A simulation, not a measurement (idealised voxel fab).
This section sets out a process module, namely voxel wiring stack.
Square cell edge 5 nm, section width 215 nm, ID cut.
For the purposes of this document, a cross-section shall be understood as a grid of square cells, specified as bands listed in top-to-bottom order, each band consisting of one or more rows of cells.
Basically the band line says how high the top is and how high the bottom is, in nm, and then what's in it from left to right, every material with its width in nm. Empty space shows up as "empty", and if a single material carries "throughout" it runs the full band edge to edge.
Beneath 0, the wafer as received is one material, and that level is where height counting begins. The lowest band goes on downward without a bottom; it is written like "0 -> down".
Graded width ("30 to 40"): value in top row of band = first number; value in bottom row = second number; row-to-row change constant.
Reading "stayed the same" for a step: not a cell of the cross-section changed in it.
"Unvented cavities" contains a list of empty spaces, each no smaller than 8 cells and without an open way to the top, written in the form width x height at distance with the distance from the left edge and all three in nm.
Formally, on a step line, whatever follows the settings is a remark that the simulator itself makes on the step.
overlay nm: for a step with a mask, the amount by which the mask lay right of where it was planned; a negative amount means left of it.

-- List of planned process steps
1) op RECEIVE | material Si
2) op CONFORMAL_DEP | material SiO2 | thk nm 15
3) op DIRECTIONAL_DEP | material TiN | thk nm 5
4) op DIRECTIONAL_DEP | material Ru | thk nm 20
5) op DIRECTIONAL_DEP | material aC | thk nm 10
6) op PATTERN | tone cover | mask id METAL_1 | material resist | width nm 25 | pitch nm 50 | thk nm 30 | overlay nm 0
7) op DIRECTIONAL_ETCH | etch materials aC | depth nm 10
8) op STRIP | etch materials resist
9) op DIRECTIONAL_ETCH | etch materials Ru | depth nm 20
10) op DIRECTIONAL_ETCH | etch materials TiN | depth nm 5
11) op STRIP | etch materials aC
12) op FILL_DEP | material SiO2 | thk nm 10
13) op CMP | height nm 40
14) op CONFORMAL_DEP | material SiCN | thk nm 5
15) op DIRECTIONAL_DEP | material SiO2 | thk nm 20
16) op MASKED_ETCH | tone open | mask id PLUG_1 | width nm 15 | pitch nm 50 | etch materials SiO2 | depth nm 20 | overlay nm 0
17) op MASKED_ETCH | tone open | mask id PLUG_1 | width nm 15 | pitch nm 50 | etch materials SiCN | depth nm 5 | overlay nm 0
18) op EPI | material Ru | thk nm 10
19) op EPI | material Ru | thk nm 10
20) op EPI | material Ru | thk nm 5
21) op DIRECTIONAL_DEP | material TiN | thk nm 5
22) op DIRECTIONAL_DEP | material Ru | thk nm 15
23) op DIRECTIONAL_DEP | material aC | thk nm 10
24) op PATTERN | tone cover | mask id METAL_2 | material resist | width nm 25 | pitch nm 50 | thk nm 30 | overlay nm 0
25) op DIRECTIONAL_ETCH | etch materials aC | depth nm 10
26) op STRIP | etch materials resist
27) op DIRECTIONAL_ETCH | etch materials Ru | depth nm 15
28) op DIRECTIONAL_ETCH | etch materials TiN | depth nm 5
29) op STRIP | etch materials aC
30) op FILL_DEP | material SiO2 | thk nm 5
31) op CMP | height nm 85
32) op CONFORMAL_DEP | material SiCN | thk nm 5
33) op DIRECTIONAL_DEP | material lowk | thk nm 10
34) op MASKED_ETCH | tone open | mask id PLUG_2 | width nm 15 | pitch nm 50 | etch materials lowk | depth nm 10 | overlay nm 0
35) op MASKED_ETCH | tone open | mask id PLUG_2 | width nm 15 | pitch nm 50 | etch materials SiCN | depth nm 5 | overlay nm 0
36) op CONFORMAL_DEP | material TiN | thk nm 5
37) op FILL_DEP | material W | thk nm 5
38) op CMP | height nm 100
39) op CONFORMAL_DEP | material SiN | thk nm 5
40) op DIRECTIONAL_DEP | material SiO2 | thk nm 25
41) op PATTERN | tone open | mask id METAL_3 | material resist | width nm 25 | pitch nm 50 | thk nm 20 | overlay nm 0
42) op DIRECTIONAL_ETCH | etch materials SiO2 | depth nm 25
43) op DIRECTIONAL_ETCH | etch materials SiN | depth nm 5
44) op STRIP | etch materials resist
45) op CONFORMAL_DEP | material TiN | thk nm 5
46) op FILL_DEP | material Cu | thk nm 5
47) op CMP | height nm 130
48) op CONFORMAL_DEP | material SiCN | thk nm 5
49) op DIRECTIONAL_DEP | material SiO2 | thk nm 20
50) op MASKED_ETCH | tone open | mask id PLUG_3 | width nm 15 | etch materials SiO2 | depth nm 20 | overlay nm 0
51) op MASKED_ETCH | tone open | mask id PLUG_3 | width nm 15 | etch materials SiCN | depth nm 5 | overlay nm 0
52) op EPI | material Ru | thk nm 10
53) op EPI | material Ru | thk nm 10
54) op EPI | material Ru | thk nm 5
55) op CONFORMAL_DEP | material SiCN | thk nm 5
56) op DIRECTIONAL_DEP | material lowk | thk nm 25
57) op MASKED_ETCH | tone open | mask id METAL_4 | width nm 25 | pitch nm 50 | etch materials lowk | depth nm 25 | overlay nm 0
58) op MASKED_ETCH | tone open | mask id METAL_4 | width nm 25 | pitch nm 50 | etch materials SiCN | depth nm 5 | overlay nm 0
59) op CONFORMAL_DEP | material TiN | thk nm 5
60) op FILL_DEP | material Cu | thk nm 10
61) op CMP | height nm 185
62) op CONFORMAL_DEP | material SiN | thk nm 5

-- The first wafer of two, processed as planned

-- Wafer as received: cross-section following step 1
* 0 -> down | Si throughout
* Unvented cavities: none

-- After step 2: wafer cross-section
* 15 -> 0 | SiO2 throughout
* Below 0, the layers are the same as they were.

-- After step 3: wafer cross-section
* 20 -> 15 | TiN throughout
* Below 15, the layers are the same as they were.

-- After step 4: wafer cross-section
* 40 -> 20 | Ru throughout
* Below 20, the layers are the same as they were.

-- After step 5: wafer cross-section
* 50 -> 40 | aC throughout
* Below 40, the layers are the same as they were.

-- After step 6: wafer cross-section
* 80 -> 50 | 70 empty | 25 resist | 25 empty | 25 resist | 70 empty
* Below 50, the layers are the same as they were.

-- After step 7: wafer cross-section
* 70 -> 50 | 70 empty | 25 resist | 25 empty | 25 resist | 70 empty
* 50 -> 40 | 70 empty | 25 aC | 25 empty | 25 aC | 70 empty
* Below 40, the layers are the same as they were.

-- After step 8: wafer cross-section
* 50 -> 40 | 70 empty | 25 aC | 25 empty | 25 aC | 70 empty
* Below 40, the layers are the same as they were.

-- After step 9: wafer cross-section
* 50 -> 40 | 70 empty | 25 aC | 25 empty | 25 aC | 70 empty
* 40 -> 20 | 70 empty | 25 Ru | 25 empty | 25 Ru | 70 empty
* Below 20, the layers are the same as they were.

-- After step 10: wafer cross-section
* 50 -> 40 | 70 empty | 25 aC | 25 empty | 25 aC | 70 empty
* 40 -> 20 | 70 empty | 25 Ru | 25 empty | 25 Ru | 70 empty
* 20 -> 15 | 70 empty | 25 TiN | 25 empty | 25 TiN | 70 empty
* Below 15, the layers are the same as they were.

-- After step 11: wafer cross-section
* 40 -> 20 | 70 empty | 25 Ru | 25 empty | 25 Ru | 70 empty
* Below 20, the layers are the same as they were.

-- After step 12: wafer cross-section
* 50 -> 40 | SiO2 throughout
* 40 -> 20 | 70 SiO2 | 25 Ru | 25 SiO2 | 25 Ru | 70 SiO2
* 20 -> 15 | 70 SiO2 | 25 TiN | 25 SiO2 | 25 TiN | 70 SiO2
* Below 15, the layers are the same as they were.

-- After step 13: wafer cross-section
* 40 -> 20 | 70 SiO2 | 25 Ru | 25 SiO2 | 25 Ru | 70 SiO2
* Below 20, the layers are the same as they were.

-- After step 14: wafer cross-section
* 45 -> 40 | SiCN throughout
* Below 40, the layers are the same as they were.

-- After step 15: wafer cross-section
* 65 -> 45 | SiO2 throughout
* Below 45, the layers are the same as they were.

-- After step 16: wafer cross-section
* 65 -> 45 | 70 SiO2 | 15 empty | 35 SiO2 | 15 empty | 80 SiO2
* Below 45, the layers are the same as they were.

-- After step 17: wafer cross-section
* 65 -> 45 | 70 SiO2 | 15 empty | 35 SiO2 | 15 empty | 80 SiO2
* 45 -> 40 | 70 SiCN | 15 empty | 35 SiCN | 15 empty | 80 SiCN
* Below 40, the layers are the same as they were.

-- After step 18: wafer cross-section
* 65 -> 50 | 70 SiO2 | 15 empty | 35 SiO2 | 15 empty | 80 SiO2
* 50 -> 45 | 70 SiO2 | 15 Ru | 35 SiO2 | 15 Ru | 80 SiO2
* 45 -> 40 | 70 SiCN | 15 Ru | 35 SiCN | 15 Ru | 80 SiCN
* Below 40, the layers are the same as they were.

-- After step 19: wafer cross-section
* 65 -> 60 | 70 SiO2 | 15 empty | 35 SiO2 | 15 empty | 80 SiO2
* 60 -> 45 | 70 SiO2 | 15 Ru | 35 SiO2 | 15 Ru | 80 SiO2
* Below 45, the layers are the same as they were.

-- After step 20: wafer cross-section
* 65 -> 45 | 70 SiO2 | 15 Ru | 35 SiO2 | 15 Ru | 80 SiO2
* Below 45, the layers are the same as they were.

-- After step 21: wafer cross-section
* 70 -> 65 | TiN throughout
* Below 65, the layers are the same as they were.

-- After step 22: wafer cross-section
* 85 -> 70 | Ru throughout
* Below 70, the layers are the same as they were.

-- After step 23: wafer cross-section
* 95 -> 85 | aC throughout
* Below 85, the layers are the same as they were.

-- After step 24: wafer cross-section
* 125 -> 95 | 70 empty | 25 resist | 25 empty | 25 resist | 70 empty
* Below 95, the layers are the same as they were.

-- After step 25: wafer cross-section
* 115 -> 95 | 70 empty | 25 resist | 25 empty | 25 resist | 70 empty
* 95 -> 85 | 70 empty | 25 aC | 25 empty | 25 aC | 70 empty
* Below 85, the layers are the same as they were.

-- After step 26: wafer cross-section
* 95 -> 85 | 70 empty | 25 aC | 25 empty | 25 aC | 70 empty
* Below 85, the layers are the same as they were.

-- After step 27: wafer cross-section
* 95 -> 85 | 70 empty | 25 aC | 25 empty | 25 aC | 70 empty
* 85 -> 70 | 70 empty | 25 Ru | 25 empty | 25 Ru | 70 empty
* Below 70, the layers are the same as they were.

-- After step 28: wafer cross-section
* 95 -> 85 | 70 empty | 25 aC | 25 empty | 25 aC | 70 empty
* 85 -> 70 | 70 empty | 25 Ru | 25 empty | 25 Ru | 70 empty
* 70 -> 65 | 70 empty | 25 TiN | 25 empty | 25 TiN | 70 empty
* Below 65, the layers are the same as they were.

-- After step 29: wafer cross-section
* 85 -> 70 | 70 empty | 25 Ru | 25 empty | 25 Ru | 70 empty
* Below 70, the layers are the same as they were.

-- After step 30: wafer cross-section
* 90 -> 85 | SiO2 throughout
* 85 -> 70 | 70 SiO2 | 25 Ru | 25 SiO2 | 25 Ru | 70 SiO2
* 70 -> 65 | 70 SiO2 | 25 TiN | 25 SiO2 | 25 TiN | 70 SiO2
* Below 65, the layers are the same as they were.

-- After step 31: wafer cross-section
* 85 -> 70 | 70 SiO2 | 25 Ru | 25 SiO2 | 25 Ru | 70 SiO2
* Below 70, the layers are the same as they were.

-- After step 32: wafer cross-section
* 90 -> 85 | SiCN throughout
* Below 85, the layers are the same as they were.

-- After step 33: wafer cross-section
* 100 -> 90 | lowk throughout
* Below 90, the layers are the same as they were.

-- After step 34: wafer cross-section
* 100 -> 90 | 70 lowk | 15 empty | 35 lowk | 15 empty | 80 lowk
* Below 90, the layers are the same as they were.

-- After step 35: wafer cross-section
* 100 -> 90 | 70 lowk | 15 empty | 35 lowk | 15 empty | 80 lowk
* 90 -> 85 | 70 SiCN | 15 empty | 35 SiCN | 15 empty | 80 SiCN
* Below 85, the layers are the same as they were.

-- After step 36: wafer cross-section
* 105 -> 100 | 75 TiN | 5 empty | 45 TiN | 5 empty | 85 TiN
* 100 -> 90 | 70 lowk | 5 TiN | 5 empty | 5 TiN | 35 lowk | 5 TiN | 5 empty | 5 TiN | 80 lowk
* 90 -> 85 | 70 SiCN | 15 TiN | 35 SiCN | 15 TiN | 80 SiCN
* Below 85, the layers are the same as they were.

-- After step 37: wafer cross-section
* 110 -> 105 | W throughout
* 105 -> 100 | 75 TiN | 5 W | 45 TiN | 5 W | 85 TiN
* 100 -> 90 | 70 lowk | 5 TiN | 5 W | 5 TiN | 35 lowk | 5 TiN | 5 W | 5 TiN | 80 lowk
* Below 90, the layers are the same as they were.

-- After step 38: wafer cross-section
* 100 -> 90 | 70 lowk | 5 TiN | 5 W | 5 TiN | 35 lowk | 5 TiN | 5 W | 5 TiN | 80 lowk
* Below 90, the layers are the same as they were.

-- After step 39: wafer cross-section
* 105 -> 100 | SiN throughout
* Below 100, the layers are the same as they were.

-- After step 40: wafer cross-section
* 130 -> 105 | SiO2 throughout
* Below 105, the layers are the same as they were.

-- After step 41: wafer cross-section
* 150 -> 130 | 70 resist | 25 empty | 25 resist | 25 empty | 70 resist
* Below 130, the layers are the same as they were.

-- After step 42: wafer cross-section
* 150 -> 130 | 70 resist | 25 empty | 25 resist | 25 empty | 70 resist
* 130 -> 105 | 70 SiO2 | 25 empty | 25 SiO2 | 25 empty | 70 SiO2
* Below 105, the layers are the same as they were.

-- After step 43: wafer cross-section
* 150 -> 130 | 70 resist | 25 empty | 25 resist | 25 empty | 70 resist
* 130 -> 105 | 70 SiO2 | 25 empty | 25 SiO2 | 25 empty | 70 SiO2
* 105 -> 100 | 70 SiN | 25 empty | 25 SiN | 25 empty | 70 SiN
* Below 100, the layers are the same as they were.

-- After step 44: wafer cross-section
* 130 -> 105 | 70 SiO2 | 25 empty | 25 SiO2 | 25 empty | 70 SiO2
* Below 105, the layers are the same as they were.

-- After step 45: wafer cross-section
* 135 -> 130 | 75 TiN | 15 empty | 35 TiN | 15 empty | 75 TiN
* 130 -> 105 | 70 SiO2 | 5 TiN | 15 empty | 5 TiN | 25 SiO2 | 5 TiN | 15 empty | 5 TiN | 70 SiO2
* 105 -> 100 | 70 SiN | 25 TiN | 25 SiN | 25 TiN | 70 SiN
* Below 100, the layers are the same as they were.

-- After step 46: wafer cross-section
* 140 -> 135 | Cu throughout
* 135 -> 130 | 75 TiN | 15 Cu | 35 TiN | 15 Cu | 75 TiN
* 130 -> 105 | 70 SiO2 | 5 TiN | 15 Cu | 5 TiN | 25 SiO2 | 5 TiN | 15 Cu | 5 TiN | 70 SiO2
* Below 105, the layers are the same as they were.

-- After step 47: wafer cross-section
* 130 -> 105 | 70 SiO2 | 5 TiN | 15 Cu | 5 TiN | 25 SiO2 | 5 TiN | 15 Cu | 5 TiN | 70 SiO2
* Below 105, the layers are the same as they were.

-- After step 48: wafer cross-section
* 135 -> 130 | SiCN throughout
* Below 130, the layers are the same as they were.

-- After step 49: wafer cross-section
* 155 -> 135 | SiO2 throughout
* Below 135, the layers are the same as they were.

-- After step 50: wafer cross-section
* 155 -> 135 | 70 SiO2 | 15 empty | 130 SiO2
* Below 135, the layers are the same as they were.

-- After step 51: wafer cross-section
* 155 -> 135 | 70 SiO2 | 15 empty | 130 SiO2
* 135 -> 130 | 70 SiCN | 15 empty | 130 SiCN
* Below 130, the layers are the same as they were.

-- After step 52: wafer cross-section
* 155 -> 140 | 70 SiO2 | 15 empty | 130 SiO2
* 140 -> 135 | 70 SiO2 | 15 Ru | 130 SiO2
* 135 -> 130 | 70 SiCN | 15 Ru | 130 SiCN
* Below 130, the layers are the same as they were.

-- After step 53: wafer cross-section
* 155 -> 150 | 70 SiO2 | 15 empty | 130 SiO2
* 150 -> 135 | 70 SiO2 | 15 Ru | 130 SiO2
* Below 135, the layers are the same as they were.

-- After step 54: wafer cross-section
* 155 -> 135 | 70 SiO2 | 15 Ru | 130 SiO2
* Below 135, the layers are the same as they were.

-- After step 55: wafer cross-section
* 160 -> 155 | SiCN throughout
* Below 155, the layers are the same as they were.

-- After step 56: wafer cross-section
* 185 -> 160 | lowk throughout
* Below 160, the layers are the same as they were.

-- After step 57: wafer cross-section
* 185 -> 160 | 70 lowk | 25 empty | 25 lowk | 25 empty | 70 lowk
* Below 160, the layers are the same as they were.

-- After step 58: wafer cross-section
* 185 -> 160 | 70 lowk | 25 empty | 25 lowk | 25 empty | 70 lowk
* 160 -> 155 | 70 SiCN | 25 empty | 25 SiCN | 25 empty | 70 SiCN
* Below 155, the layers are the same as they were.

-- After step 59: wafer cross-section
* 190 -> 185 | 75 TiN | 15 empty | 35 TiN | 15 empty | 75 TiN
* 185 -> 160 | 70 lowk | 5 TiN | 15 empty | 5 TiN | 25 lowk | 5 TiN | 15 empty | 5 TiN | 70 lowk
* 160 -> 155 | 70 SiCN | 25 TiN | 25 SiCN | 25 TiN | 70 SiCN
* Below 155, the layers are the same as they were.

-- After step 60: wafer cross-section
* 200 -> 190 | Cu throughout
* 190 -> 185 | 75 TiN | 15 Cu | 35 TiN | 15 Cu | 75 TiN
* 185 -> 160 | 70 lowk | 5 TiN | 15 Cu | 5 TiN | 25 lowk | 5 TiN | 15 Cu | 5 TiN | 70 lowk
* Below 160, the layers are the same as they were.

-- After step 61: wafer cross-section
* 185 -> 160 | 70 lowk | 5 TiN | 15 Cu | 5 TiN | 25 lowk | 5 TiN | 15 Cu | 5 TiN | 70 lowk
* Below 160, the layers are the same as they were.

-- After step 62: wafer cross-section
* 190 -> 185 | SiN throughout
* Below 185, the layers are the same as they were.

-- Second wafer. Start and plan as for the first. One mistake made in running. Agrees with the first up to and including step 38

-- Cross-section: second wafer, time at which step 39 was scheduled to end
* 125 -> 100 | SiO2 throughout
* Below 100, the layers are the same as they were.

-- Cross-section: second wafer, time at which step 40 was scheduled to end
* 130 -> 125 | SiN throughout
* Below 125, the layers are the same as they were.

-- Cross-section: second wafer, time at which step 41 was scheduled to end
* 150 -> 130 | 70 resist | 25 empty | 25 resist | 25 empty | 70 resist
* Below 130, the layers are the same as they were.

Cross-section: second wafer, time at which step 42 was scheduled to end: stayed the same

-- Cross-section: second wafer, time at which step 43 was scheduled to end
* 150 -> 130 | 70 resist | 25 empty | 25 resist | 25 empty | 70 resist
* 130 -> 125 | 70 SiN | 25 empty | 25 SiN | 25 empty | 70 SiN
* Below 125, the layers are the same as they were.

-- Cross-section: second wafer, time at which step 44 was scheduled to end
* 130 -> 125 | 70 SiN | 25 empty | 25 SiN | 25 empty | 70 SiN
* Below 125, the layers are the same as they were.

-- Cross-section: second wafer, time at which step 45 was scheduled to end
* 135 -> 130 | 75 TiN | 15 empty | 35 TiN | 15 empty | 75 TiN
* 130 -> 125 | 70 SiN | 25 TiN | 25 SiN | 25 TiN | 70 SiN
* Below 125, the layers are the same as they were.

-- Cross-section: second wafer, time at which step 46 was scheduled to end
* 140 -> 135 | Cu throughout
* 135 -> 130 | 75 TiN | 15 Cu | 35 TiN | 15 Cu | 75 TiN
* Below 130, the layers are the same as they were.

-- Cross-section: second wafer, time at which step 47 was scheduled to end
* 130 -> 125 | 70 SiN | 25 TiN | 25 SiN | 25 TiN | 70 SiN
* Below 125, the layers are the same as they were.

-- Cross-section: second wafer, time at which step 48 was scheduled to end
* 135 -> 130 | SiCN throughout
* Below 130, the layers are the same as they were.

-- Cross-section: second wafer, time at which step 49 was scheduled to end
* 155 -> 135 | SiO2 throughout
* Below 135, the layers are the same as they were.

-- Cross-section: second wafer, time at which step 50 was scheduled to end
* 155 -> 135 | 70 SiO2 | 15 empty | 130 SiO2
* Below 135, the layers are the same as they were.

-- Cross-section: second wafer, time at which step 51 was scheduled to end
* 155 -> 135 | 70 SiO2 | 15 empty | 130 SiO2
* 135 -> 130 | 70 SiCN | 15 empty | 130 SiCN
* Below 130, the layers are the same as they were.

-- Cross-section: second wafer, time at which step 52 was scheduled to end
* 155 -> 140 | 70 SiO2 | 15 empty | 130 SiO2
* 140 -> 135 | 70 SiO2 | 15 Ru | 130 SiO2
* 135 -> 130 | 70 SiCN | 15 Ru | 130 SiCN
* Below 130, the layers are the same as they were.

-- Cross-section: second wafer, time at which step 53 was scheduled to end
* 155 -> 150 | 70 SiO2 | 15 empty | 130 SiO2
* 150 -> 135 | 70 SiO2 | 15 Ru | 130 SiO2
* Below 135, the layers are the same as they were.

-- Cross-section: second wafer, time at which step 54 was scheduled to end
* 155 -> 135 | 70 SiO2 | 15 Ru | 130 SiO2
* Below 135, the layers are the same as they were.

-- Cross-section: second wafer, time at which step 55 was scheduled to end
* 160 -> 155 | SiCN throughout
* Below 155, the layers are the same as they were.

-- Cross-section: second wafer, time at which step 56 was scheduled to end
* 185 -> 160 | lowk throughout
* Below 160, the layers are the same as they were.

-- Cross-section: second wafer, time at which step 57 was scheduled to end
* 185 -> 160 | 70 lowk | 25 empty | 25 lowk | 25 empty | 70 lowk
* Below 160, the layers are the same as they were.

-- Cross-section: second wafer, time at which step 58 was scheduled to end
* 185 -> 160 | 70 lowk | 25 empty | 25 lowk | 25 empty | 70 lowk
* 160 -> 155 | 70 SiCN | 25 empty | 25 SiCN | 25 empty | 70 SiCN
* Below 155, the layers are the same as they were.

-- Cross-section: second wafer, time at which step 59 was scheduled to end
* 190 -> 185 | 75 TiN | 15 empty | 35 TiN | 15 empty | 75 TiN
* 185 -> 160 | 70 lowk | 5 TiN | 15 empty | 5 TiN | 25 lowk | 5 TiN | 15 empty | 5 TiN | 70 lowk
* 160 -> 155 | 70 SiCN | 25 TiN | 25 SiCN | 25 TiN | 70 SiCN
* Below 155, the layers are the same as they were.

-- Cross-section: second wafer, time at which step 60 was scheduled to end
* 200 -> 190 | Cu throughout
* 190 -> 185 | 75 TiN | 15 Cu | 35 TiN | 15 Cu | 75 TiN
* 185 -> 160 | 70 lowk | 5 TiN | 15 Cu | 5 TiN | 25 lowk | 5 TiN | 15 Cu | 5 TiN | 70 lowk
* Below 160, the layers are the same as they were.

-- Cross-section: second wafer, time at which step 61 was scheduled to end
* 185 -> 160 | 70 lowk | 5 TiN | 15 Cu | 5 TiN | 25 lowk | 5 TiN | 15 Cu | 5 TiN | 70 lowk
* Below 160, the layers are the same as they were.

-- Cross-section: second wafer, time at which step 62 was scheduled to end
* 190 -> 185 | SiN throughout
* Below 185, the layers are the same as they were.
What went wrong in running the wafer? steps 39 and 40: order swapped relative to plan
Wafer comparison, final, in cells, second relative to first, materials more or fewer: -30 Cu | +50 SiO2 | -20 TiN
